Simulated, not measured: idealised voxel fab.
This is a process module. Its name is voxel released beams.
cross-section cut | 260 nm wide | cells 5 nm
Each cross-section below is a grid of square cells, stated as bands in top-down order, with one or more rows of cells making up each band. Band: top and bottom heights (nm) first, top before bottom; then materials from left to right, widths in nm. "full width" marks a sole material filling the band edge to edge. "blank" denotes empty space. Heights are reckoned from 0. Under this level, the received wafer is all of one material. The bottommost band is open-ended downward, for example "0 nm and below". So if you see something like "30 to 40" for the width, read it as the top row of the band sitting at the first number and the bottom row at the second, with every row in between moving by the same amount as the last. "stayed the same" for a step: no cell of the cross-section changed in that step. "Closed void listing" lists enclosed empty spaces (at least 8 cells, no open path upward to the top), each as width x height at distance from the left edge, in nm. It should be noted that, on the line of a given step, the content following the step's settings is a remark produced by the simulator itself with respect to that step. The line of a step may include "overlay nm". On a step with a mask, this value is how far to the right of its planned place the mask lay. A negative value means the mask lay to the left.

**Steps planned for the process**
| 1 | RECEIVE (material Si) |
| 2 | CONFORMAL_DEP (material SiN; thk nm 5) |
| 3 | DIRECTIONAL_DEP (material SiO2; thk nm 20) |
| 4 | DIRECTIONAL_DEP (material aC; thk nm 15) |
| 5 | PATTERN (tone open; mask id ANCHOR; material resist; width nm 25; thk nm 35; overlay nm 0) |
| 6 | DIRECTIONAL_ETCH (etch materials aC; depth nm 15) |
| 7 | STRIP (etch materials resist) |
| 8 | DIRECTIONAL_ETCH (etch materials SiO2; depth nm 20) |
| 9 | STRIP (etch materials aC) |
| 10 | CONFORMAL_DEP (material TiN; thk nm 10) |
| 11 | MASKED_ETCH (tone cover; mask id BEAM; width nm 100; etch materials TiN; depth nm 10; overlay nm 0) |
| 12 | STRIP (etch materials SiO2) |

**The first wafer of two, processed as planned**

**Received-state cross-section, reflecting completion of step 1**
    0 nm and below = Si full width
    Closed void listing: none

**Sectional view: wafer, after step 2**
    5 nm to 0 nm = SiN full width
    Below a height of 0, the structure has not been altered.

**Sectional view: wafer, after step 3**
    25 nm to 5 nm = SiO2 full width
    Below a height of 5, the structure has not been altered.

**Sectional view: wafer, after step 4**
    40 nm to 25 nm = aC full width
    Below a height of 25, the structure has not been altered.

**Sectional view: wafer, after step 5**
    75 nm to 40 nm = resist (80) / blank (25) / resist (155)
    Below a height of 40, the structure has not been altered.

**Sectional view: wafer, after step 6**
    60 nm to 40 nm = resist (80) / blank (25) / resist (155)
    40 nm to 25 nm = aC (80) / blank (25) / aC (155)
    Below a height of 25, the structure has not been altered.

**Sectional view: wafer, after step 7**
    40 nm to 25 nm = aC (80) / blank (25) / aC (155)
    Below a height of 25, the structure has not been altered.

**Sectional view: wafer, after step 8**
    40 nm to 25 nm = aC (80) / blank (25) / aC (155)
    25 nm to 5 nm = SiO2 (80) / blank (25) / SiO2 (155)
    Below a height of 5, the structure has not been altered.

**Sectional view: wafer, after step 9**
    25 nm to 5 nm = SiO2 (80) / blank (25) / SiO2 (155)
    Below a height of 5, the structure has not been altered.

**Sectional view: wafer, after step 10**
    35 nm to 25 nm = TiN (90) / blank (5) / TiN (165)
    25 nm to 15 nm = SiO2 (80) / TiN (10) / blank (5) / TiN (10) / SiO2 (155)
    15 nm to 5 nm = SiO2 (80) / TiN (25) / SiO2 (155)
    Below a height of 5, the structure has not been altered.

**Sectional view: wafer, after step 11**
    35 nm to 25 nm = blank (75) / TiN (15) / blank (5) / TiN (80) / blank (85)
    Below a height of 25, the structure has not been altered.

**Sectional view: wafer, after step 12**
    35 nm to 25 nm = blank (75) / TiN (15) / blank (5) / TiN (80) / blank (85)
    25 nm to 15 nm = blank (80) / TiN (10) / blank (5) / TiN (10) / blank (155)
    15 nm to 5 nm = blank (80) / TiN (25) / blank (155)
    Below a height of 5, the structure has not been altered.

**Notes, second wafer: start = first wafer's, plan = first wafer's, execution had one mistake; history identical to first through step 1**

**Second wafer, section view, time point: scheduled end of step 2**
    20 nm to 0 nm = SiO2 full width
    Below a height of 0, the structure has not been altered.

**Second wafer, section view, time point: scheduled end of step 3**
    25 nm to 20 nm = SiN full width
    Below a height of 20, the structure has not been altered.

**Second wafer, section view, time point: scheduled end of step 4**
    40 nm to 25 nm = aC full width
    Below a height of 25, the structure has not been altered.

**Second wafer, section view, time point: scheduled end of step 5**
    75 nm to 40 nm = resist (80) / blank (25) / resist (155)
    Below a height of 40, the structure has not been altered.

**Second wafer, section view, time point: scheduled end of step 6**
    60 nm to 40 nm = resist (80) / blank (25) / resist (155)
    40 nm to 25 nm = aC (80) / blank (25) / aC (155)
    Below a height of 25, the structure has not been altered.

**Second wafer, section view, time point: scheduled end of step 7**
    40 nm to 25 nm = aC (80) / blank (25) / aC (155)
    Below a height of 25, the structure has not been altered.

Second wafer, section view, time point: scheduled end of step 8: stayed the same

**Second wafer, section view, time point: scheduled end of step 9**
    25 nm to 20 nm = SiN full width
    Below a height of 20, the structure has not been altered.

**Second wafer, section view, time point: scheduled end of step 10**
    35 nm to 25 nm = TiN full width
    Below a height of 25, the structure has not been altered.

**Second wafer, section view, time point: scheduled end of step 11**
    35 nm to 25 nm = blank (75) / TiN (100) / blank (85)
    Below a height of 25, the structure has not been altered.

Second wafer, section view, time point: scheduled end of step 12: stayed the same
Diagnosis: the run placed steps 2 and 3 each in the position the plan gave to the other
Cell-count delta at end, second wafer over first, by material: +208 SiO2, -16 TiN
